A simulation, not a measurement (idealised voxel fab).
Documented hereafter: the process module known as voxel self aligned contacts.
Cross-sectional view cut (width: 205 nm; square cell size: 5 nm).
The cross-sections in this document take the form of a grid made of square cells. They are written out as bands, in order from top to bottom. Each band consists of one or more rows of cells. Basically the band line says how high the top is and how high the bottom is, in nm, and then what's in it from left to right, every material with its width in nm. Empty space shows up as "air", and if a single material carries "throughout" it runs the full band edge to edge. The reference from which all heights are counted is 0, the level beneath which the as-received wafer is entirely one material; the lowest band, having no lower bound, proceeds downward and is written after the example "from 0 down". A two-number width, for instance "30 to 40", indicates that the width is equal to the first number in the top row of the band and to the second number in the bottom row, and that it changes by a constant amount per row of cells. Step marked "nothing got changed"? Then no cell in the cross-section changed in it. "Sealed void inventory" means: voids of 8 cells or more that are shut off from the top with no open way through. Written width x height at distance, distance from the left edge, in nm. Heads up: the bit after the settings on a step's line is the simulator's remark on that step. On any step carrying a mask, the "overlay nm" setting, if present on the step's line, tells how far right of its planned place the mask lay; negative values point to the left.

Set out below are the planned steps of the process
| 1 | RECEIVE with material Si |
| 2 | CONFORMAL_DEP with material SiO2, thk nm 5 |
| 3 | DIRECTIONAL_DEP with material polySi, thk nm 30 |
| 4 | DIRECTIONAL_DEP with material SiN, thk nm 20 |
| 5 | PATTERN with tone cover, mask id GATE, material resist, width nm 30, pitch nm 60, thk nm 20, overlay nm 0 |
| 6 | DIRECTIONAL_ETCH with etch materials SiN, depth nm 20 |
| 7 | DIRECTIONAL_ETCH with etch materials polySi, depth nm 30 |
| 8 | STRIP with etch materials resist |
| 9 | CONFORMAL_DEP with material SiN, thk nm 5 |
| 10 | DIRECTIONAL_ETCH with etch materials SiN, depth nm 5 |
| 11 | FILL_DEP with material SiO2, thk nm 15 |
| 12 | CMP with height nm 60 |
| 13 | PATTERN with tone open, mask id CONTACT, material resist, width nm 40, thk nm 15, overlay nm 0 |
| 14 | DIRECTIONAL_ETCH with etch materials SiO2, depth nm 60 |
| 15 | STRIP with etch materials resist |
| 16 | CONFORMAL_DEP with material TiN, thk nm 5 |
| 17 | FILL_DEP with material W, thk nm 10 |
| 18 | CMP with height nm 60 |
| 19 | CONFORMAL_DEP with material SiN, thk nm 5 |

Cross-section of the wafer at receipt, which is the condition after step 1
    from 0 down: Si throughout
    Sealed void inventory: none

End-of-module cross-section of the first of two wafers, processed as planned
    from 65 to 60: SiN throughout
    from 60 to 55: SiO2 80 | TiN 15 | W 10 | TiN 15 | SiO2 85
    from 55 to 35: SiO2 50 | SiN 40 | TiN 5 | W 10 | TiN 5 | SiN 40 | SiO2 55
    from 35 to 5: SiO2 50 | SiN 5 | polySi 30 | SiN 5 | TiN 5 | W 10 | TiN 5 | SiN 5 | polySi 30 | SiN 5 | SiO2 55
    from 5 to 0: SiO2 90 | TiN 20 | SiO2 95
    from 0 down: Si throughout
    Sealed void inventory: none

What the second wafer looks like in cross-section once the module is done. Its start and its plan matched the first wafer's exactly; what differed was one mistake in how it was run
    from 65 to 60: SiN throughout
    from 60 to 55: SiO2 80 | TiN 15 | W 10 | TiN 20 | SiO2 80
    from 55 to 35: SiO2 50 | SiN 40 | TiN 5 | W 10 | TiN 5 | SiN 40 | SiO2 55
    from 35 to 5: SiO2 50 | SiN 5 | polySi 30 | SiN 5 | TiN 5 | W 10 | TiN 5 | SiN 5 | polySi 30 | SiN 5 | SiO2 55
    from 5 to 0: SiO2 90 | TiN 20 | SiO2 95
    from 0 down: Si throughout
    Sealed void inventory: none
Which mistake was made when the wafer was run? step 13 ran differently from the plan; actual operation with settings: PATTERN with tone open, mask id CONTACT, material resist, width nm 45, thk nm 15, overlay nm 0
End of process, cell counts, second wafer against first, materials with more or fewer: 1 fewer of SiO2; 1 more of TiN
